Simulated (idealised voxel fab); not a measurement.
Process module in this document: voxel capacitor over wiring
For reference, the cross-section in this document is cut, with width 200 nm and square cells of 5 nm.
Notation: cross-section as square-cell grid; stated in bands, top first, going down; one or more cell rows per band. First you get the band's top height and its bottom height, in nm, and then the materials it's made of, left to right, with each width in nm. If you see a single material with "full width", that one covers the band edge to edge. "air" is empty space. Note: height 0 marks the level under which the wafer is uniformly one material as received. Lowest band unbounded below, written "0..down". When a width is written as two numbers, as in "30 to 40", the first number is the width in the top row of cells of the band and the second is the width in its bottom row, and the width changes by the same amount from each row to the next. "no change" after a step means that no cell of the cross-section changed. Closed void listing: empty space of 8 cells or more with no open way to the top, each as width x height at its distance from the left edge, in nm. Formally, on a step line, whatever follows the settings is a remark that the simulator itself makes on the step. overlay nm: how far to the right of its planned place the mask lay on this masked step (negative: to the left).

Process steps (planned)
1. op RECEIVE | material Si
2. op CONFORMAL_DEP | material SiO2 | thk nm 15
3. op DIRECTIONAL_DEP | material TiN | thk nm 5
4. op DIRECTIONAL_DEP | material Ru | thk nm 20
5. op DIRECTIONAL_DEP | material aC | thk nm 10
6. op PATTERN | tone cover | mask id METAL_1 | material resist | width nm 30 | pitch nm 100 | thk nm 25 | overlay nm 0
7. op DIRECTIONAL_ETCH | etch materials aC | depth nm 10
8. op STRIP | etch materials resist
9. op DIRECTIONAL_ETCH | etch materials Ru | depth nm 20
10. op DIRECTIONAL_ETCH | etch materials TiN | depth nm 5
11. op STRIP | etch materials aC
12. op FILL_DEP | material lowk | thk nm 10
13. op CMP | height nm 40
14. op CONFORMAL_DEP | material SiCN | thk nm 5
15. op DIRECTIONAL_DEP | material lowk | thk nm 15
16. op DIRECTIONAL_DEP | material aC | thk nm 15
17. op PATTERN | tone open | mask id PLUG_1 | material resist | width nm 15 | thk nm 35 | overlay nm 0
18. op DIRECTIONAL_ETCH | etch materials aC | depth nm 15
19. op STRIP | etch materials resist
20. op DIRECTIONAL_ETCH | etch materials lowk | depth nm 15
21. op DIRECTIONAL_ETCH | etch materials SiCN | depth nm 5
22. op STRIP | etch materials aC
23. op EPI | material Ru | thk nm 10
24. op EPI | material Ru | thk nm 10
25. op DIRECTIONAL_DEP | material TiN | thk nm 10
26. op DIRECTIONAL_DEP | material Al2O3 | thk nm 5
27. op DIRECTIONAL_DEP | material TiN | thk nm 5
28. op PATTERN | tone cover | mask id UPPER_PLATE | material resist | width nm 75 | thk nm 15 | overlay nm 0
29. op DIRECTIONAL_ETCH | etch materials TiN | depth nm 5
30. op DIRECTIONAL_ETCH | etch materials Al2O3 | depth nm 5
31. op STRIP | etch materials resist
32. op DIRECTIONAL_DEP | material aC | thk nm 10
33. op PATTERN | tone cover | mask id LOWER_PLATE | material resist | width nm 85 | thk nm 25 | overlay nm 0
34. op DIRECTIONAL_ETCH | etch materials aC | depth nm 10
35. op STRIP | etch materials resist
36. op DIRECTIONAL_ETCH | etch materials TiN | depth nm 10
37. op STRIP | etch materials aC
38. op FILL_DEP | material SiO2 | thk nm 15
39. op CMP | height nm 90
40. op DIRECTIONAL_DEP | material aC | thk nm 15
41. op PATTERN | tone open | mask id PLUG_2 | material resist | width nm 15 | thk nm 30 | overlay nm 0
42. op DIRECTIONAL_ETCH | etch materials aC | depth nm 15
43. op STRIP | etch materials resist
44. op DIRECTIONAL_ETCH | etch materials SiO2 | depth nm 10
45. op STRIP | etch materials aC
46. op CONFORMAL_DEP | material TiN | thk nm 5
47. op FILL_DEP | material Ru | thk nm 10
48. op CMP | height nm 90
49. op CONFORMAL_DEP | material SiCN | thk nm 5

Below: the first of two wafers, run as planned

So this is the incoming wafer in cross-section - it's already been through step 1
0..down | Si full width
Closed void listing: none

Cross-sectional representation of the wafer at the conclusion of step 2
15..0 | SiO2 full width
Heights below 0 show no change.

Cross-sectional representation of the wafer at the conclusion of step 3
20..15 | TiN full width
Heights below 15 show no change.

Cross-sectional representation of the wafer at the conclusion of step 4
40..20 | Ru full width
Heights below 20 show no change.

Cross-sectional representation of the wafer at the conclusion of step 5
50..40 | aC full width
Heights below 40 show no change.

Cross-sectional representation of the wafer at the conclusion of step 6
75..50 | 35 nm air, 30 nm resist, 70 nm air, 30 nm resist, 35 nm air
Heights below 50 show no change.

Cross-sectional representation of the wafer at the conclusion of step 7
65..50 | 35 nm air, 30 nm resist, 70 nm air, 30 nm resist, 35 nm air
50..40 | 35 nm air, 30 nm aC, 70 nm air, 30 nm aC, 35 nm air
Heights below 40 show no change.

Cross-sectional representation of the wafer at the conclusion of step 8
50..40 | 35 nm air, 30 nm aC, 70 nm air, 30 nm aC, 35 nm air
Heights below 40 show no change.

Cross-sectional representation of the wafer at the conclusion of step 9
50..40 | 35 nm air, 30 nm aC, 70 nm air, 30 nm aC, 35 nm air
40..20 | 35 nm air, 30 nm Ru, 70 nm air, 30 nm Ru, 35 nm air
Heights below 20 show no change.

Cross-sectional representation of the wafer at the conclusion of step 10
50..40 | 35 nm air, 30 nm aC, 70 nm air, 30 nm aC, 35 nm air
40..20 | 35 nm air, 30 nm Ru, 70 nm air, 30 nm Ru, 35 nm air
20..15 | 35 nm air, 30 nm TiN, 70 nm air, 30 nm TiN, 35 nm air
Heights below 15 show no change.

Cross-sectional representation of the wafer at the conclusion of step 11
40..20 | 35 nm air, 30 nm Ru, 70 nm air, 30 nm Ru, 35 nm air
Heights below 20 show no change.

Cross-sectional representation of the wafer at the conclusion of step 12
50..40 | lowk full width
40..20 | 35 nm lowk, 30 nm Ru, 70 nm lowk, 30 nm Ru, 35 nm lowk
20..15 | 35 nm lowk, 30 nm TiN, 70 nm lowk, 30 nm TiN, 35 nm lowk
Heights below 15 show no change.

Cross-sectional representation of the wafer at the conclusion of step 13
40..20 | 35 nm lowk, 30 nm Ru, 70 nm lowk, 30 nm Ru, 35 nm lowk
Heights below 20 show no change.

Cross-sectional representation of the wafer at the conclusion of step 14
45..40 | SiCN full width
Heights below 40 show no change.

Cross-sectional representation of the wafer at the conclusion of step 15
60..45 | lowk full width
Heights below 45 show no change.

Cross-sectional representation of the wafer at the conclusion of step 16
75..60 | aC full width
Heights below 60 show no change.

Cross-sectional representation of the wafer at the conclusion of step 17
110..75 | 50 nm resist, 15 nm air, 135 nm resist
Heights below 75 show no change.

Cross-sectional representation of the wafer at the conclusion of step 18
95..75 | 50 nm resist, 15 nm air, 135 nm resist
75..60 | 50 nm aC, 15 nm air, 135 nm aC
Heights below 60 show no change.

Cross-sectional representation of the wafer at the conclusion of step 19
75..60 | 50 nm aC, 15 nm air, 135 nm aC
Heights below 60 show no change.

Cross-sectional representation of the wafer at the conclusion of step 20
75..60 | 50 nm aC, 15 nm air, 135 nm aC
60..45 | 50 nm lowk, 15 nm air, 135 nm lowk
Heights below 45 show no change.

Cross-sectional representation of the wafer at the conclusion of step 21
75..60 | 50 nm aC, 15 nm air, 135 nm aC
60..45 | 50 nm lowk, 15 nm air, 135 nm lowk
45..40 | 50 nm SiCN, 15 nm air, 135 nm SiCN
Heights below 40 show no change.

Cross-sectional representation of the wafer at the conclusion of step 22
60..45 | 50 nm lowk, 15 nm air, 135 nm lowk
Heights below 45 show no change.

Cross-sectional representation of the wafer at the conclusion of step 23
60..50 | 50 nm lowk, 15 nm air, 135 nm lowk
50..45 | 50 nm lowk, 15 nm Ru, 135 nm lowk
45..40 | 50 nm SiCN, 15 nm Ru, 135 nm SiCN
Heights below 40 show no change.

Cross-sectional representation of the wafer at the conclusion of step 24
60..45 | 50 nm lowk, 15 nm Ru, 135 nm lowk
Heights below 45 show no change.

Cross-sectional representation of the wafer at the conclusion of step 25
70..60 | TiN full width
Heights below 60 show no change.

Cross-sectional representation of the wafer at the conclusion of step 26
75..70 | Al2O3 full width
Heights below 70 show no change.

Cross-sectional representation of the wafer at the conclusion of step 27
80..75 | TiN full width
Heights below 75 show no change.

Cross-sectional representation of the wafer at the conclusion of step 28
95..80 | 50 nm air, 75 nm resist, 75 nm air
Heights below 80 show no change.

Cross-sectional representation of the wafer at the conclusion of step 29
95..80 | 50 nm air, 75 nm resist, 75 nm air
80..75 | 50 nm air, 75 nm TiN, 75 nm air
Heights below 75 show no change.

Cross-sectional representation of the wafer at the conclusion of step 30
95..80 | 50 nm air, 75 nm resist, 75 nm air
80..75 | 50 nm air, 75 nm TiN, 75 nm air
75..70 | 50 nm air, 75 nm Al2O3, 75 nm air
Heights below 70 show no change.

Cross-sectional representation of the wafer at the conclusion of step 31
80..75 | 50 nm air, 75 nm TiN, 75 nm air
Heights below 75 show no change.

Cross-sectional representation of the wafer at the conclusion of step 32
90..80 | 50 nm air, 75 nm aC, 75 nm air
80..75 | 50 nm aC, 75 nm TiN, 75 nm aC
75..70 | 50 nm aC, 75 nm Al2O3, 75 nm aC
Heights below 70 show no change.

Cross-sectional representation of the wafer at the conclusion of step 33
115..90 | 45 nm air, 85 nm resist, 70 nm air
90..80 | 45 nm air, 5 nm resist, 75 nm aC, 5 nm resist, 70 nm air
Heights below 80 show no change.

Cross-sectional representation of the wafer at the conclusion of step 34
105..90 | 45 nm air, 85 nm resist, 70 nm air
90..80 | 45 nm air, 5 nm resist, 75 nm aC, 5 nm resist, 70 nm air
80..75 | 45 nm air, 5 nm aC, 75 nm TiN, 5 nm aC, 70 nm air
75..70 | 45 nm air, 5 nm aC, 75 nm Al2O3, 5 nm aC, 70 nm air
Heights below 70 show no change.

Cross-sectional representation of the wafer at the conclusion of step 35
90..80 | 50 nm air, 75 nm aC, 75 nm air
Heights below 80 show no change.

Cross-sectional representation of the wafer at the conclusion of step 36
90..80 | 50 nm air, 75 nm aC, 75 nm air
80..75 | 45 nm air, 5 nm aC, 75 nm TiN, 5 nm aC, 70 nm air
75..70 | 45 nm air, 5 nm aC, 75 nm Al2O3, 5 nm aC, 70 nm air
70..60 | 45 nm air, 85 nm TiN, 70 nm air
Heights below 60 show no change.

Cross-sectional representation of the wafer at the conclusion of step 37
80..75 | 50 nm air, 75 nm TiN, 75 nm air
75..70 | 50 nm air, 75 nm Al2O3, 75 nm air
Heights below 70 show no change.

Cross-sectional representation of the wafer at the conclusion of step 38
95..80 | SiO2 full width
80..75 | 50 nm SiO2, 75 nm TiN, 75 nm SiO2
75..70 | 50 nm SiO2, 75 nm Al2O3, 75 nm SiO2
70..60 | 45 nm SiO2, 85 nm TiN, 70 nm SiO2
Heights below 60 show no change.

Cross-sectional representation of the wafer at the conclusion of step 39
90..80 | SiO2 full width
Heights below 80 show no change.

Cross-sectional representation of the wafer at the conclusion of step 40
105..90 | aC full width
Heights below 90 show no change.

Cross-sectional representation of the wafer at the conclusion of step 41
135..105 | 60 nm resist, 15 nm air, 125 nm resist
Heights below 105 show no change.

Cross-sectional representation of the wafer at the conclusion of step 42
120..105 | 60 nm resist, 15 nm air, 125 nm resist
105..90 | 60 nm aC, 15 nm air, 125 nm aC
Heights below 90 show no change.

Cross-sectional representation of the wafer at the conclusion of step 43
105..90 | 60 nm aC, 15 nm air, 125 nm aC
Heights below 90 show no change.

Cross-sectional representation of the wafer at the conclusion of step 44
105..90 | 60 nm aC, 15 nm air, 125 nm aC
90..80 | 60 nm SiO2, 15 nm air, 125 nm SiO2
Heights below 80 show no change.

Cross-sectional representation of the wafer at the conclusion of step 45
90..80 | 60 nm SiO2, 15 nm air, 125 nm SiO2
Heights below 80 show no change.

Cross-sectional representation of the wafer at the conclusion of step 46
95..90 | 65 nm TiN, 5 nm air, 130 nm TiN
90..85 | 60 nm SiO2, 5 nm TiN, 5 nm air, 5 nm TiN, 125 nm SiO2
85..75 | 60 to 50 nm SiO2, 15 to 75 nm TiN, 125 to 75 nm SiO2
Heights below 75 show no change.

Cross-sectional representation of the wafer at the conclusion of step 47
105..95 | Ru full width
95..90 | 65 nm TiN, 5 nm Ru, 130 nm TiN
90..85 | 60 nm SiO2, 5 nm TiN, 5 nm Ru, 5 nm TiN, 125 nm SiO2
Heights below 85 show no change.

Cross-sectional representation of the wafer at the conclusion of step 48
90..85 | 60 nm SiO2, 5 nm TiN, 5 nm Ru, 5 nm TiN, 125 nm SiO2
Heights below 85 show no change.

Cross-sectional representation of the wafer at the conclusion of step 49
95..90 | SiCN full width
Heights below 90 show no change.

Second wafer: same start and same plan as the first, one execution error; identical to the first through step 13

Look at the second wafer in cross-section at the time step 14 ought to have finished
55..40 | lowk full width
Heights below 40 show no change.

Look at the second wafer in cross-section at the time step 15 ought to have finished
60..55 | SiCN full width
Heights below 55 show no change.

Look at the second wafer in cross-section at the time step 16 ought to have finished
75..60 | aC full width
Heights below 60 show no change.

Look at the second wafer in cross-section at the time step 17 ought to have finished
110..75 | 50 nm resist, 15 nm air, 135 nm resist
Heights below 75 show no change.

Look at the second wafer in cross-section at the time step 18 ought to have finished
95..75 | 50 nm resist, 15 nm air, 135 nm resist
75..60 | 50 nm aC, 15 nm air, 135 nm aC
Heights below 60 show no change.

Look at the second wafer in cross-section at the time step 19 ought to have finished
75..60 | 50 nm aC, 15 nm air, 135 nm aC
Heights below 60 show no change.

Look at the second wafer in cross-section at the time step 20 ought to have finished: no change

Look at the second wafer in cross-section at the time step 21 ought to have finished
75..60 | 50 nm aC, 15 nm air, 135 nm aC
60..55 | 50 nm SiCN, 15 nm air, 135 nm SiCN
Heights below 55 show no change.

Look at the second wafer in cross-section at the time step 22 ought to have finished
60..55 | 50 nm SiCN, 15 nm air, 135 nm SiCN
Heights below 55 show no change.

Look at the second wafer in cross-section at the time step 23 ought to have finished: no change

Look at the second wafer in cross-section at the time step 24 ought to have finished: no change

Look at the second wafer in cross-section at the time step 25 ought to have finished
70..65 | 50 nm TiN, 15 nm air, 135 nm TiN
65..60 | TiN full width
60..55 | 50 nm SiCN, 15 nm TiN, 135 nm SiCN
Heights below 55 show no change.

Look at the second wafer in cross-section at the time step 26 ought to have finished
75..70 | 50 nm Al2O3, 15 nm air, 135 nm Al2O3
70..65 | 50 nm TiN, 15 nm Al2O3, 135 nm TiN
Heights below 65 show no change.

Look at the second wafer in cross-section at the time step 27 ought to have finished
80..75 | 50 nm TiN, 15 nm air, 135 nm TiN
75..70 | 50 nm Al2O3, 15 nm TiN, 135 nm Al2O3
Heights below 70 show no change.

Look at the second wafer in cross-section at the time step 28 ought to have finished
95..80 | 50 nm air, 75 nm resist, 75 nm air
80..75 | 50 nm TiN, 15 nm resist, 135 nm TiN
Heights below 75 show no change.

Look at the second wafer in cross-section at the time step 29 ought to have finished
95..80 | 50 nm air, 75 nm resist, 75 nm air
80..75 | 50 nm air, 15 nm resist, 60 nm TiN, 75 nm air
Heights below 75 show no change.

Look at the second wafer in cross-section at the time step 30 ought to have finished
95..80 | 50 nm air, 75 nm resist, 75 nm air
80..75 | 50 nm air, 15 nm resist, 60 nm TiN, 75 nm air
75..70 | 50 nm air, 15 nm TiN, 60 nm Al2O3, 75 nm air
Heights below 70 show no change.

Look at the second wafer in cross-section at the time step 31 ought to have finished
80..75 | 65 nm air, 60 nm TiN, 75 nm air
Heights below 75 show no change.

Look at the second wafer in cross-section at the time step 32 ought to have finished
90..80 | 65 to 50 nm air, 60 to 75 nm aC, 75 nm air
80..75 | 65 nm aC, 60 nm TiN, 75 nm aC
75..70 | 50 nm aC, 15 nm TiN, 60 nm Al2O3, 75 nm aC
Heights below 70 show no change.

Look at the second wafer in cross-section at the time step 33 ought to have finished
115..90 | 45 nm air, 85 nm resist, 70 nm air
90..80 | 45 nm air, 20 to 5 nm resist, 60 to 75 nm aC, 5 nm resist, 70 nm air
Heights below 80 show no change.

Look at the second wafer in cross-section at the time step 34 ought to have finished
105..90 | 45 nm air, 85 nm resist, 70 nm air
90..80 | 45 nm air, 20 to 5 nm resist, 60 to 75 nm aC, 5 nm resist, 70 nm air
80..75 | 45 nm air, 20 nm aC, 60 nm TiN, 5 nm aC, 70 nm air
75..70 | 45 nm air, 5 nm aC, 15 nm TiN, 60 nm Al2O3, 5 nm aC, 70 nm air
Heights below 70 show no change.

Look at the second wafer in cross-section at the time step 35 ought to have finished
90..80 | 65 to 50 nm air, 60 to 75 nm aC, 75 nm air
Heights below 80 show no change.

Look at the second wafer in cross-section at the time step 36 ought to have finished
90..80 | 65 to 50 nm air, 60 to 75 nm aC, 75 nm air
80..75 | 45 nm air, 20 nm aC, 60 nm TiN, 5 nm aC, 70 nm air
75..70 | 45 nm air, 5 nm aC, 15 nm TiN, 60 nm Al2O3, 5 nm aC, 70 nm air
70..65 | 45 nm air, 5 nm TiN, 15 nm Al2O3, 65 nm TiN, 70 nm air
65..60 | 45 nm air, 85 nm TiN, 70 nm air
Heights below 60 show no change.

Look at the second wafer in cross-section at the time step 37 ought to have finished
80..75 | 65 nm air, 60 nm TiN, 75 nm air
75..70 | 50 nm air, 15 nm TiN, 60 nm Al2O3, 75 nm air
Heights below 70 show no change.

Look at the second wafer in cross-section at the time step 38 ought to have finished
95..80 | SiO2 full width
80..75 | 65 nm SiO2, 60 nm TiN, 75 nm SiO2
75..70 | 50 nm SiO2, 15 nm TiN, 60 nm Al2O3, 75 nm SiO2
70..65 | 45 nm SiO2, 5 nm TiN, 15 nm Al2O3, 65 nm TiN, 70 nm SiO2
65..60 | 45 nm SiO2, 85 nm TiN, 70 nm SiO2
Heights below 60 show no change.

Look at the second wafer in cross-section at the time step 39 ought to have finished
90..80 | SiO2 full width
Heights below 80 show no change.

Look at the second wafer in cross-section at the time step 40 ought to have finished
105..90 | aC full width
Heights below 90 show no change.

Look at the second wafer in cross-section at the time step 41 ought to have finished
135..105 | 60 nm resist, 15 nm air, 125 nm resist
Heights below 105 show no change.

Look at the second wafer in cross-section at the time step 42 ought to have finished
120..105 | 60 nm resist, 15 nm air, 125 nm resist
105..90 | 60 nm aC, 15 nm air, 125 nm aC
Heights below 90 show no change.

Look at the second wafer in cross-section at the time step 43 ought to have finished
105..90 | 60 nm aC, 15 nm air, 125 nm aC
Heights below 90 show no change.

Look at the second wafer in cross-section at the time step 44 ought to have finished
105..90 | 60 nm aC, 15 nm air, 125 nm aC
90..80 | 60 nm SiO2, 15 nm air, 125 nm SiO2
Heights below 80 show no change.

Look at the second wafer in cross-section at the time step 45 ought to have finished
90..80 | 60 nm SiO2, 15 nm air, 125 nm SiO2
Heights below 80 show no change.

Look at the second wafer in cross-section at the time step 46 ought to have finished
95..90 | 65 nm TiN, 5 nm air, 130 nm TiN
90..85 | 60 nm SiO2, 5 nm TiN, 5 nm air, 5 nm TiN, 125 nm SiO2
85..75 | 60 to 65 nm SiO2, 15 to 60 nm TiN, 125 to 75 nm SiO2
Heights below 75 show no change.

Look at the second wafer in cross-section at the time step 47 ought to have finished
105..95 | Ru full width
95..90 | 65 nm TiN, 5 nm Ru, 130 nm TiN
90..85 | 60 nm SiO2, 5 nm TiN, 5 nm Ru, 5 nm TiN, 125 nm SiO2
Heights below 85 show no change.

Look at the second wafer in cross-section at the time step 48 ought to have finished
90..85 | 60 nm SiO2, 5 nm TiN, 5 nm Ru, 5 nm TiN, 125 nm SiO2
Heights below 85 show no change.

Look at the second wafer in cross-section at the time step 49 ought to have finished
95..90 | SiCN full width
Heights below 90 show no change.
So what did we get wrong on this run? a sequencing error occurred in which plan steps 14 and 15 were transposed
Heads up, by the end the second wafer has more or fewer cells of some materials compared to the first: Ru: 12 fewer; SiO2: 3 more; lowk: 9 more
